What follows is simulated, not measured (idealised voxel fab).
process module | voxel trench capacitor
cross-section cut | 255 nm wide | cells 5 nm
A cross-section is a grid of square cells, given in bands from the top down. A band is one or more rows of cells.
Each band's line starts with the height of the band's top and of its bottom, in nm. Then come its materials from left to right, each with its width in nm. One material with "throughout" fills the band from edge to edge. "air" is empty space.
Height 0 is the level under which the wafer as received is all one material. The lowest band goes on downwards, as in "0 down".
A width such as "30 to 40" changes by the same amount from each row of cells to the next, from the band's top row to its bottom row.
"no change" after a step means that no cell of the cross-section changed.
closed voids: empty space of 8 cells or more with no open way to the top, each as width x height at its distance from the left edge, in nm
after a step's settings: what the simulator itself notes on the step
overlay nm, on a step with a mask: how far to the right of its planned place the mask lay; to the left if negative
plan
1 op RECEIVE | material Si
2 op CONFORMAL_DEP | material SiN | thk nm 5
3 op PATTERN | tone open | mask id TRENCH | material resist | width nm 15 | pitch nm 50 | thk nm 20 | overlay nm 0
4 op DIRECTIONAL_ETCH | etch materials SiN | depth nm 5
5 op DIRECTIONAL_ETCH | etch materials Si | depth nm 30
6 op STRIP | etch materials resist
7 op CONFORMAL_DEP | material HfO2 | thk nm 5
8 op CONFORMAL_DEP | material TiN | thk nm 5
9 op FILL_DEP | material W | thk nm 10
10 op CMP | height nm 5
varied across the wafers: width nm of step 3. The plan shows the first wafer's value. All wafers start alike
first wafer as received, after step 1
  0 down: Si throughout
  closed voids: none
each wafer at the end: cells of each material gained (+) or lost (-) since it was received, then its closed voids
width nm 15 | +45 HfO2 | -54 Si | +42 SiN | +18 TiN | closed voids: none
width nm 20 | +48 HfO2 | -72 Si | +39 SiN | +36 TiN | closed voids: none
width nm 25 | +51 HfO2 | -90 Si | +36 SiN | +39 TiN | +15 W | closed voids: none
width nm 30 | +54 HfO2 | -108 Si | +33 SiN | +42 TiN | +30 W | closed voids: none
width nm 35 | +57 HfO2 | -126 Si | +30 SiN | +45 TiN | +45 W | closed voids: none
